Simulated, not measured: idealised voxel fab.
Module name: voxel air gaps (process module)
The cross-section on display is named cut; it measures 155 nm wide, and its cells are 5 nm squares.
We lay out every cross-section as a grid of square cells and spell it out in bands from the top down, where one band means one or more rows of cells.
The band entry comprises the height of the band's top followed by the height of its bottom, expressed in nm, and subsequently the band's materials from left to right, each stated together with its width in nm. Where a single material is marked with the word "throughout", that material fills the band from edge to edge. The word "empty" represents empty space.
We count height from 0. Below that, the starting wafer is all one material. The lowest band never ends at the bottom but goes on down; see "0 nm and below" for how that is written.
Width spec "30 to 40" -> top row of cells at first value, bottom row at second value, equal per-row change in between.
"nothing was modified" after a step means that no cell of the cross-section changed.
Look at "Enclosed void list" for the closed voids: empty spaces with no open path to the top, sized 8 cells or up. Each is width x height at distance, distance from the left edge, all nm.
On each step's line, the part that comes after the settings is the simulator's own comment on the step.
overlay nm: right-of-plan distance of the mask on a masked step; negative values mean left-of-plan.

[The steps planned for the process are as follows]
1,RECEIVE (material Si)
2,CONFORMAL_DEP (material SiO2; thk nm 15)
3,CONFORMAL_DEP (material SiN; thk nm 5)
4,DIRECTIONAL_DEP (material lowk; thk nm 35)
5,DIRECTIONAL_DEP (material aC; thk nm 10)
6,PATTERN (tone open; mask id LINES; material resist; width nm 15; pitch nm 40; thk nm 30; overlay nm 0)
7,DIRECTIONAL_ETCH (etch materials aC; depth nm 10)
8,STRIP (etch materials resist)
9,DIRECTIONAL_ETCH (etch materials lowk; depth nm 35)
10,STRIP (etch materials aC)
11,CONFORMAL_DEP (material TiN; thk nm 5)
12,FILL_DEP (material Ru; thk nm 5)
13,CMP (height nm 55)
14,EPI (material Ru; thk nm 10)
15,SELECTIVE_ETCH (etch materials lowk; depth nm 45)
16,CONFORMAL_DEP (material SiN; thk nm 5)

[Incoming wafer, cross-sectional view, post step 1]
- 0 nm and below | Si throughout
- Enclosed void list: none

[Cross-sectional image of the first of two wafers at the end of the module, the run having proceeded as planned]
- 70 nm to 65 nm | empty 15 nm / SiN 125 nm / empty 15 nm
- 65 nm to 55 nm | empty 15 nm / SiN 5 nm / Ru 35 nm / SiN 5 nm / Ru 35 nm / SiN 5 nm / Ru 35 nm / SiN 5 nm / empty 15 nm
- 55 nm to 50 nm | empty 15 nm / SiN 15 nm / TiN 5 nm / Ru 5 nm / TiN 5 nm / SiN 25 nm / TiN 5 nm / Ru 5 nm / TiN 5 nm / SiN 25 nm / TiN 5 nm / Ru 5 nm / TiN 5 nm / SiN 15 nm / empty 15 nm
- 50 nm to 25 nm | empty 25 nm / SiN 5 nm / TiN 5 nm / Ru 5 nm / TiN 5 nm / SiN 5 nm / empty 15 nm / SiN 5 nm / TiN 5 nm / Ru 5 nm / TiN 5 nm / SiN 5 nm / empty 15 nm / SiN 5 nm / TiN 5 nm / Ru 5 nm / TiN 5 nm / SiN 5 nm / empty 25 nm
- 25 nm to 20 nm | SiN 30 nm / TiN 15 nm / SiN 25 nm / TiN 15 nm / SiN 25 nm / TiN 15 nm / SiN 30 nm
- 20 nm to 15 nm | SiN throughout
- 15 nm to 0 nm | SiO2 throughout
- 0 nm and below | Si throughout
- Enclosed void list: 15 x 25 at 50; 15 x 25 at 90

[So this is wafer number two of the two, cut at the end of the module - it started where the first did and had the same plan, we just got one thing wrong running it]
- 65 nm to 60 nm | empty 15 nm / SiN 125 nm / empty 15 nm
- 60 nm to 50 nm | empty 15 nm / SiN 5 nm / Ru 35 nm / SiN 5 nm / Ru 35 nm / SiN 5 nm / Ru 35 nm / SiN 5 nm / empty 15 nm
- 50 nm to 45 nm | empty 15 nm / SiN 15 nm / TiN 5 nm / Ru 5 nm / TiN 5 nm / SiN 25 nm / TiN 5 nm / Ru 5 nm / TiN 5 nm / SiN 25 nm / TiN 5 nm / Ru 5 nm / TiN 5 nm / SiN 15 nm / empty 15 nm
- 45 nm to 25 nm | empty 25 nm / SiN 5 nm / TiN 5 nm / Ru 5 nm / TiN 5 nm / SiN 5 nm / empty 15 nm / SiN 5 nm / TiN 5 nm / Ru 5 nm / TiN 5 nm / SiN 5 nm / empty 15 nm / SiN 5 nm / TiN 5 nm / Ru 5 nm / TiN 5 nm / SiN 5 nm / empty 25 nm
- 25 nm to 20 nm | SiN 30 nm / TiN 15 nm / SiN 25 nm / TiN 15 nm / SiN 25 nm / TiN 15 nm / SiN 30 nm
- 20 nm to 15 nm | SiN throughout
- 15 nm to 0 nm | SiO2 throughout
- 0 nm and below | Si throughout
- Enclosed void list: 15 x 20 at 50; 15 x 20 at 90
Deviation noted in wafer processing: step 13 ran as: CMP (height nm 50)
Per the end-of-run cell counts, the second wafer holds more or fewer of some materials than the first: -3 Ru | -6 SiN | -6 TiN
